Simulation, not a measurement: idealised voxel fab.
process module | voxel wiring stack
cross-section cut | 190 nm wide | cells 5 nm
A cross-section is a grid of square cells, given in bands from the top down. A band is one or more rows of cells.
Each band's line starts with the height of the band's top and of its bottom, in nm. Then come its materials from left to right, each with its width in nm. One material with "throughout" fills the band from edge to edge. "air" is empty space.
Height 0 is the level under which the wafer as received is all one material. The lowest band goes on downwards, as in "0 down".
A width such as "30 to 40" changes by the same amount from each row of cells to the next, from the band's top row to its bottom row.
"no change" after a step means that no cell of the cross-section changed.
closed voids: empty space of 8 cells or more with no open way to the top, each as width x height at its distance from the left edge, in nm
after a step's settings: what the simulator itself notes on the step
overlay nm, on a step with a mask: how far to the right of its planned place the mask lay; to the left if negative
plan
1 op RECEIVE | material Si
2 op CONFORMAL_DEP | material SiO2 | thk nm 10
3 op CONFORMAL_DEP | material SiN | thk nm 5
4 op DIRECTIONAL_DEP | material lowk | thk nm 15
5 op DIRECTIONAL_DEP | material aC | thk nm 10
6 op PATTERN | tone open | mask id METAL_1 | material resist | width nm 25 | pitch nm 50 | thk nm 30 | overlay nm 0
7 op DIRECTIONAL_ETCH | etch materials aC | depth nm 10
8 op STRIP | etch materials resist
9 op DIRECTIONAL_ETCH | etch materials lowk | depth nm 15
10 op DIRECTIONAL_ETCH | etch materials SiN | depth nm 5
11 op STRIP | etch materials aC
12 op CONFORMAL_DEP | material TiN | thk nm 5
13 op FILL_DEP | material Cu | thk nm 5
14 op CMP | height nm 30
15 op EPI | material Ru | thk nm 5
16 op FILL_DEP | material SiCN | thk nm 5
17 op DIRECTIONAL_DEP | material SiO2 | thk nm 25
18 op DIRECTIONAL_DEP | material aC | thk nm 15
19 op PATTERN | tone open | mask id METAL_2 | material resist | width nm 25 | pitch nm 50 | thk nm 30 | overlay nm 0
20 op DIRECTIONAL_ETCH | etch materials aC | depth nm 15
21 op STRIP | etch materials resist
22 op DIRECTIONAL_ETCH | etch materials SiO2 | depth nm 15
23 op STRIP | etch materials aC
24 op MASKED_ETCH | tone open | mask id METAL_2_HOLES | width nm 15 | etch materials SiO2 | depth nm 10 | overlay nm 0
25 op MASKED_ETCH | tone open | mask id METAL_2_HOLES | width nm 15 | etch materials SiCN | depth nm 5 | overlay nm 0
26 op CONFORMAL_DEP | material TiN | thk nm 5
27 op FILL_DEP | material Cu | thk nm 5
28 op CMP | height nm 65
29 op CONFORMAL_DEP | material SiCN | thk nm 5
as received, after step 1
  0 down: Si throughout
  closed voids: none
a wafer at the end: this start, this plan, one mistake
  70 to 65: SiCN throughout
  65 to 55: SiO2 55 | TiN 5 | Cu 20 | TiN 5 | SiO2 20 | TiN 5 | Cu 20 | TiN 5 | SiO2 55
  55 to 50: SiO2 55 | TiN 5 | Cu 5 | TiN 20 | SiO2 20 | TiN 30 | SiO2 55
  50 to 40: SiO2 55 | TiN 5 | Cu 5 | TiN 5 | SiO2 120
  40 to 35: SiCN 55 | TiN 15 | SiCN 120
  35 to 30: SiCN 50 | Ru 35 | SiCN 15 | Ru 35 | SiCN 55
  30 to 15: lowk 55 | TiN 5 | Cu 15 | TiN 5 | lowk 25 | TiN 5 | Cu 15 | TiN 5 | lowk 60
  15 to 10: SiN 55 | TiN 25 | SiN 25 | TiN 25 | SiN 60
  10 to 0: SiO2 throughout
  0 down: Si throughout
  closed voids: none
what went wrong: step 19 ran as: op PATTERN | tone open | mask id METAL_2 | material resist | width nm 30 | pitch nm 50 | thk nm 30 | overlay nm 0
